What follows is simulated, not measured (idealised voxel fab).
Process module in this document: voxel transistor to metal
Cross-section cut spans 280 nm and uses square cells 5 nm in size.
Bands, listed from the top down, are how a cross-section gets written in this document; the cross-section itself is a grid of square cells, and a band is one or more rows of them.
It is stipulated that each band's entry specify, in nanometres, the height of the top of the band and then that of its bottom, followed by the materials of the band in left-to-right sequence, each together with its width in nanometres. A single material marked by the word "all across" is understood to fill the band from edge to edge; the word "empty" is understood to denote empty space.
Heights from 0 (as-received wafer is one material below). Bottom band endless downward, as "from 0 down".
A width given as "30->40" starts at the first number in the band's top row and ends at the second number in its bottom row, shifting by an equal amount at every step from row to row.
"everything unchanged" (step): cross-section cells unchanged, all of them.
Each empty space that has no open way to the top and spans at least 8 cells appears under "Trapped voids" as width x height at distance, the distance counted from the left edge, all in nm.
Anything after a step's settings on that line? It's the simulator's own note about the step.
If you see "overlay nm" on a step's line and that step has a mask, it's telling you how far right of where it was planned the mask ended up; a negative number means it went left instead.
Set out below are the planned steps of the process
- 1: RECEIVE: material Si
- 2: OXIDIZE: depth nm 5
- 3: CONFORMAL_DEP: material SiN, thk nm 10
- 4: MASKED_ETCH: tone cover, mask id ACTIVE, width nm 110, pitch nm 135, etch materials SiN, depth nm 10, overlay nm 0
- 5: MASKED_ETCH: tone cover, mask id ACTIVE, width nm 110, pitch nm 135, etch materials SiO2, depth nm 5, overlay nm 0
- 6: MASKED_ETCH: tone cover, mask id ACTIVE, width nm 110, pitch nm 135, etch materials Si, depth nm 35, overlay nm 0
- 7: FILL_DEP: material SiO2, thk nm 10
- 8: CMP: height nm 10
- 9: SELECTIVE_ETCH: etch materials SiO2, depth nm 10
- 10: STRIP: etch materials SiN
- 11: SELECTIVE_ETCH: etch materials SiO2, depth nm 5
- 12: OXIDIZE: depth nm 5
- 13: DIRECTIONAL_DEP: material polySi, thk nm 20
- 14: DIRECTIONAL_DEP: material SiCN, thk nm 10
- 15: PATTERN: tone cover, mask id GATE, material resist, width nm 20, pitch nm 135, thk nm 15, overlay nm 0
- 16: DIRECTIONAL_ETCH: etch materials SiCN, depth nm 20
- 17: DIRECTIONAL_ETCH: etch materials polySi, depth nm 30
- 18: STRIP: etch materials resist
- 19: CONFORMAL_DEP: material SiN, thk nm 5
- 20: DIRECTIONAL_ETCH: etch materials SiN, depth nm 5
- 21: DIRECTIONAL_ETCH: etch materials SiO2, depth nm 5
- 22: DIRECTIONAL_ETCH: etch materials Si, depth nm 15
- 23: EPI: material SiGe, thk nm 15
- 24: FILL_DEP: material SiO2, thk nm 10
- 25: CMP: height nm 15
- 26: STRIP: etch materials polySi
- 27: SELECTIVE_ETCH: etch materials SiO2, depth nm 5
- 28: CONFORMAL_DEP: material HfO2, thk nm 5
- 29: CONFORMAL_DEP: material TiN, thk nm 5
- 30: FILL_DEP: material W, thk nm 5
- 31: CMP: height nm 10
- 32: DIRECTIONAL_DEP: material SiO2, thk nm 10
- 33: MASKED_ETCH: tone open, mask id CONTACT, width nm 20, etch materials SiO2, depth nm 30, overlay nm 0
- 34: CONFORMAL_DEP: material TiN, thk nm 5
- 35: FILL_DEP: material W, thk nm 5
- 36: CMP: height nm 20
- 37: DIRECTIONAL_DEP: material TiN, thk nm 5
- 38: DIRECTIONAL_DEP: material W, thk nm 20
- 39: PATTERN: tone cover, mask id METAL_1, material resist, width nm 20, thk nm 20, overlay nm 0
- 40: DIRECTIONAL_ETCH: etch materials W, depth nm 20
- 41: DIRECTIONAL_ETCH: etch materials TiN, depth nm 5
- 42: STRIP: etch materials resist
- 43: CONFORMAL_DEP: material SiCN, thk nm 5
- 44: FILL_DEP: material SiO2, thk nm 5
- 45: CMP: height nm 45
- 46: CONFORMAL_DEP: material SiN, thk nm 5
Be aware that, although all wafers share a common starting state, the width nm at step 15 differs among them, and the plan displays the first wafer's value.
Step 1 complete: as-received cross-section of the first of several wafers
  from 0 down: Si all across
  Trapped voids: none
Quick look at the cross-section of the first of several wafers after step 46, which wraps up the module
  from 50 to 45: SiN all across
  from 45 to 25: SiO2 15, then SiCN 5, then W 20, then SiCN 5, then SiO2 50, then SiCN 5, then W 20, then SiCN 5, then SiO2 25, then SiCN 5, then W 20, then SiCN 5, then SiO2 50, then SiCN 5, then W 20, then SiCN 5, then SiO2 20
  from 25 to 20: SiCN 20, then TiN 20, then SiCN 60, then TiN 20, then SiCN 35, then TiN 20, then SiCN 60, then TiN 20, then SiCN 25
  from 20 to 10: SiO2 20, then TiN 5, then W 10, then TiN 5, then SiO2 60, then TiN 5, then W 10, then TiN 5, then SiO2 35, then TiN 5, then W 10, then TiN 5, then SiO2 60, then TiN 5, then W 10, then TiN 5, then SiO2 25
  from 10 to 5: SiO2 20, then TiN 5, then W 10, then TiN 5, then SiO2 15, then SiN 5, then HfO2 5, then TiN 10, then HfO2 5, then SiN 5, then SiO2 15, then TiN 5, then W 10, then TiN 5, then SiO2 35, then TiN 5, then W 10, then TiN 5, then SiO2 15, then SiN 5, then HfO2 5, then TiN 10, then HfO2 5, then SiN 5, then SiO2 15, then TiN 5, then W 10, then TiN 5, then SiO2 25
  from 5 to -5: SiO2 20, then TiN 5, then W 10, then TiN 5, then SiGe 15, then SiN 5, then HfO2 5, then TiN 10, then HfO2 5, then SiN 5, then SiGe 15, then TiN 5, then W 10, then TiN 5, then SiO2 35, then TiN 5, then W 10, then TiN 5, then SiGe 15, then SiN 5, then HfO2 5, then TiN 10, then HfO2 5, then SiN 5, then SiGe 15, then TiN 5, then W 10, then TiN 5, then SiO2 25
  from -5 to -10: SiO2 20, then TiN 20, then SiGe 15, then HfO2 30, then SiGe 15, then TiN 20, then SiO2 35, then TiN 20, then SiGe 15, then HfO2 30, then SiGe 15, then TiN 20, then SiO2 25
  from -10 to -25: SiO2 15, then SiGe 40, then Si 30, then SiGe 40, then SiO2 25, then SiGe 40, then Si 30, then SiGe 40, then SiO2 20
  from -25 to -40: SiO2 15, then Si 110, then SiO2 25, then Si 110, then SiO2 20
  from -40 down: Si all across
  Trapped voids: none
Here we cross-sectioned the last of the wafers once the module was done
  from 50 to 45: SiN all across
  from 45 to 25: SiO2 15, then SiCN 5, then W 20, then SiCN 5, then SiO2 50, then SiCN 5, then W 20, then SiCN 5, then SiO2 25, then SiCN 5, then W 20, then SiCN 5, then SiO2 50, then SiCN 5, then W 20, then SiCN 5, then SiO2 20
  from 25 to 20: SiCN 20, then TiN 20, then SiCN 60, then TiN 20, then SiCN 35, then TiN 20, then SiCN 60, then TiN 20, then SiCN 25
  from 20 to 10: SiO2 20, then TiN 5, then W 10, then TiN 5, then SiO2 60, then TiN 5, then W 10, then TiN 5, then SiO2 35, then TiN 5, then W 10, then TiN 5, then SiO2 60, then TiN 5, then W 10, then TiN 5, then SiO2 25
  from 10 to 5: SiO2 20, then TiN 20, then SiO2 5, then SiN 5, then HfO2 5, then TiN 5, then W 25, then TiN 5, then HfO2 5, then SiN 5, then TiN 20, then SiO2 35, then TiN 20, then SiO2 5, then SiN 5, then HfO2 5, then TiN 5, then W 25, then TiN 5, then HfO2 5, then SiN 5, then TiN 20, then SiO2 25
  from 5 to 0: SiO2 20, then TiN 10, then SiGe 15, then SiN 5, then HfO2 5, then TiN 5, then W 25, then TiN 5, then HfO2 5, then SiN 5, then SiGe 15, then TiN 5, then SiO2 35, then TiN 10, then SiGe 15, then SiN 5, then HfO2 5, then TiN 5, then W 25, then TiN 5, then HfO2 5, then SiN 5, then SiGe 15, then TiN 5, then SiO2 25
  from 0 to -5: SiO2 20, then TiN 10, then SiGe 15, then SiN 5, then HfO2 5, then TiN 35, then HfO2 5, then SiN 5, then SiGe 15, then TiN 5, then SiO2 35, then TiN 10, then SiGe 15, then SiN 5, then HfO2 5, then TiN 35, then HfO2 5, then SiN 5, then SiGe 15, then TiN 5, then SiO2 25
  from -5 to -10: SiO2 20, then TiN 10, then SiGe 15, then HfO2 55, then SiGe 15, then TiN 5, then SiO2 35, then TiN 10, then SiGe 15, then HfO2 55, then SiGe 15, then TiN 5, then SiO2 25
  from -10 to -25: SiO2 15, then SiGe 30, then Si 55, then SiGe 25, then SiO2 25, then SiGe 30, then Si 55, then SiGe 25, then SiO2 20
  from -25 to -40: SiO2 15, then Si 110, then SiO2 25, then Si 110, then SiO2 20
  from -40 down: Si all across
  Trapped voids: none
Below: a row per wafer. Contents at end of module: for every material, cells gained since receipt (+) or lost since receipt (-); then closed voids
width nm 20 | +24 HfO2 | -280 Si | +72 SiCN | +132 SiGe | +68 SiN | +356 SiO2 | +84 TiN | +104 W | Trapped voids: none
width nm 25 | +26 HfO2 | -274 Si | +72 SiCN | +126 SiGe | +68 SiN | +354 SiO2 | +86 TiN | +102 W | Trapped voids: none
width nm 30 | +28 HfO2 | -268 Si | +72 SiCN | +120 SiGe | +68 SiN | +352 SiO2 | +88 TiN | +100 W | Trapped voids: none
width nm 35 | +30 HfO2 | -262 Si | +72 SiCN | +114 SiGe | +68 SiN | +350 SiO2 | +90 TiN | +98 W | Trapped voids: none
width nm 40 | +32 HfO2 | -256 Si | +72 SiCN | +108 SiGe | +68 SiN | +348 SiO2 | +92 TiN | +96 W | Trapped voids: none
width nm 45 | +34 HfO2 | -250 Si | +72 SiCN | +102 SiGe | +68 SiN | +346 SiO2 | +88 TiN | +100 W | Trapped voids: none
